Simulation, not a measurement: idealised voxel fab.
You're looking at the process module voxel self aligned vias.
Cross-sectional view cut (width: 145 nm; square cell size: 5 nm).
Cross-section spec: square-cell grid; bands listed top down; each band is one or more rows.
What a band's entry tells you: where the top is and where the bottom is, as heights in nm, and after that what lies inside, material by material from left to right, each with its width in nm. Empty space is written as the word "empty", and a single material marked with the word "full width" occupies the band from edge to edge.
Heights are expressed relative to 0, this being the level below which the as-received wafer comprises one material exclusively. The lowest band is unbounded in the downward direction and is denoted as in "0 nm and below".
The notation "30 to 40" denotes a width that varies across the rows of cells in the band, beginning at the first number in the top row, finishing at the second number in the bottom row, and changing by an identical amount from each row to the next.
"nothing was modified" -> step changed no cross-section cell.
Reported under the label "Sealed void listing" are the empty spaces having no open way to the top and comprising 8 cells or more; the notation for each is width x height at distance, in which the distance is measured from the left edge and all three values are in nm.
Anything after a step's settings on that line? It's the simulator's own note about the step.
You can add "overlay nm" to a step's line. For a step with a mask, it describes how far the mask lay to the right of its planned position, and a negative number describes a lay to the left.

### Process steps foreseen in the plan
1. RECEIVE: material Si
2. CONFORMAL_DEP: material SiO2, thk nm 15
3. CONFORMAL_DEP: material SiCN, thk nm 5
4. DIRECTIONAL_DEP: material SiO2, thk nm 25
5. DIRECTIONAL_DEP: material aC, thk nm 15
6. PATTERN: tone open, mask id LINES, material resist, width nm 30, pitch nm 60, thk nm 35, overlay nm 0
7. DIRECTIONAL_ETCH: etch materials aC, depth nm 15
8. STRIP: etch materials resist
9. DIRECTIONAL_ETCH: etch materials SiO2, depth nm 25
10. STRIP: etch materials aC
11. CONFORMAL_DEP: material TiN, thk nm 5
12. FILL_DEP: material Ru, thk nm 5
13. CMP: height nm 45
14. SELECTIVE_ETCH: etch materials W Ru TiN, depth nm 5
15. FILL_DEP: material SiN, thk nm 5
16. CMP: height nm 45
17. DIRECTIONAL_DEP: material SiO2, thk nm 15
18. MASKED_ETCH: tone open, mask id VIAS, width nm 40, etch materials SiO2, depth nm 15, overlay nm 0
19. MASKED_ETCH: tone open, mask id VIAS, width nm 40, etch materials SiN, depth nm 5, overlay nm 0
20. CONFORMAL_DEP: material TiN, thk nm 5
21. FILL_DEP: material Cu, thk nm 5
22. CMP: height nm 60
23. CONFORMAL_DEP: material SiN, thk nm 5

### Shown in cross-section is the wafer as received, that is, as it stands after step 1
> 0 nm and below | Si full width
> Sealed void listing: none

### First of two wafers at the end of the module, shown in cross-section; run carried out as planned
> 65 nm to 60 nm | SiN full width
> 60 nm to 50 nm | 20 SiO2; 5 TiN; 30 Cu; 5 TiN; 85 SiO2
> 50 nm to 45 nm | 20 SiO2; 10 TiN; 20 Cu; 10 TiN; 85 SiO2
> 45 nm to 40 nm | 25 SiO2; 30 TiN; 30 SiO2; 30 SiN; 30 SiO2
> 40 nm to 25 nm | 25 SiO2; 5 TiN; 20 Ru; 5 TiN; 30 SiO2; 5 TiN; 20 Ru; 5 TiN; 30 SiO2
> 25 nm to 20 nm | 25 SiO2; 30 TiN; 30 SiO2; 30 TiN; 30 SiO2
> 20 nm to 15 nm | SiCN full width
> 15 nm to 0 nm | SiO2 full width
> 0 nm and below | Si full width
> Sealed void listing: none

### Here is the second of the two wafers cut open at the end of the module - same start, same plan as the first one, but we made one mistake running it
> 60 nm to 55 nm | SiN full width
> 55 nm to 45 nm | 20 SiO2; 5 to 10 TiN; 30 to 20 Cu; 5 to 10 TiN; 85 SiO2
> 45 nm to 40 nm | 25 SiO2; 30 TiN; 30 SiO2; 30 SiN; 30 SiO2
> 40 nm to 25 nm | 25 SiO2; 5 TiN; 20 Ru; 5 TiN; 30 SiO2; 5 TiN; 20 Ru; 5 TiN; 30 SiO2
> 25 nm to 20 nm | 25 SiO2; 30 TiN; 30 SiO2; 30 TiN; 30 SiO2
> 20 nm to 15 nm | SiCN full width
> 15 nm to 0 nm | SiO2 full width
> 0 nm and below | Si full width
> Sealed void listing: none
Nonconformance to the process plan: off-plan run, step 22, actual operation and settings CMP: height nm 55
In the final state, the cell counts of the second wafer exceed or fall short of those of the first for the following materials: 6 fewer of Cu; 21 fewer of SiO2; 2 fewer of TiN
